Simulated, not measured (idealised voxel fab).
Title: Process Module voxel self aligned vias
FYI the section here is cut, 220 nm wide, cells are 5 nm squares.
Cross-section layout: square cells on a grid; listed as bands, top to bottom; a band spans one or more cell rows.
Band: top and bottom heights (nm) first, top before bottom; then materials from left to right, widths in nm. "full width" marks a sole material filling the band edge to edge. "empty" denotes empty space.
Heights are measured from 0, the level below which the as-received wafer is all one material; the lowest band has no bottom and continues downward, written as in "0 -> down".
You'd read "30 to 40" like this: the band's top row of cells is as wide as the first number, its bottom row is as wide as the second, and going down, every row changes width by the same amount as the row before did.
A step reported as "nothing was modified" is a step in which no cell of the cross-section changed.
"Enclosed voids" enumerates empty spaces isolated from the top, with no open way to it, that contain at least 8 cells, giving each as width x height at distance from the left edge, all three in nm.
On a step's line, text after the settings is the simulator commenting on that step.
overlay nm: mask offset rightward from planned place, masked step; negative means leftward offset.
## The process steps that were planned are listed below
| 1 | RECEIVE | material Si |
| 2 | CONFORMAL_DEP | material SiO2 | thk nm 10 |
| 3 | CONFORMAL_DEP | material SiCN | thk nm 5 |
| 4 | DIRECTIONAL_DEP | material lowk | thk nm 25 |
| 5 | PATTERN | tone open | mask id LINES | material resist | width nm 20 | pitch nm 55 | thk nm 15 | overlay nm 0 |
| 6 | DIRECTIONAL_ETCH | etch materials lowk | depth nm 25 |
| 7 | STRIP | etch materials resist |
| 8 | CONFORMAL_DEP | material TiN | thk nm 5 |
| 9 | FILL_DEP | material Ru | thk nm 5 |
| 10 | CMP | height nm 40 |
| 11 | SELECTIVE_ETCH | etch materials W Ru TiN | depth nm 10 |
| 12 | FILL_DEP | material SiN | thk nm 10 |
| 13 | CMP | height nm 40 |
| 14 | DIRECTIONAL_DEP | material lowk | thk nm 20 |
| 15 | MASKED_ETCH | tone open | mask id VIAS | width nm 40 | etch materials lowk | depth nm 20 | overlay nm 0 |
| 16 | MASKED_ETCH | tone open | mask id VIAS | width nm 40 | etch materials SiN | depth nm 10 | overlay nm 0 |
| 17 | CONFORMAL_DEP | material TiN | thk nm 5 |
| 18 | FILL_DEP | material W | thk nm 10 |
| 19 | CMP | height nm 60 |
| 20 | CONFORMAL_DEP | material SiCN | thk nm 5 |
## Delivered wafer in cross-section: state after step 1
  0 -> down = Si full width
  Enclosed voids: none
## Cross-section, end of module. Start: as above. Plan: as above. Execution: one mistake
  65 -> 60 = SiCN full width
  60 -> 45 = lowk: 60  TiN: 5  W: 30  TiN: 5  lowk: 120
  45 -> 40 = lowk: 60  TiN: 15  W: 10  TiN: 15  lowk: 120
  40 -> 35 = lowk: 70  TiN: 5  W: 10  TiN: 5  lowk: 35  SiN: 20  lowk: 75
  35 -> 30 = lowk: 70  TiN: 20  lowk: 35  SiN: 20  lowk: 75
  30 -> 20 = lowk: 70  TiN: 5  Ru: 10  TiN: 5  lowk: 35  TiN: 5  Ru: 10  TiN: 5  lowk: 75
  20 -> 15 = lowk: 70  TiN: 20  lowk: 35  TiN: 20  lowk: 75
  15 -> 0 = SiO2 full width
  0 -> down = Si full width
  Enclosed voids: none
Run error: contrary to plan, step 3 was performed as CONFORMAL_DEP | material SiO2 | thk nm 5
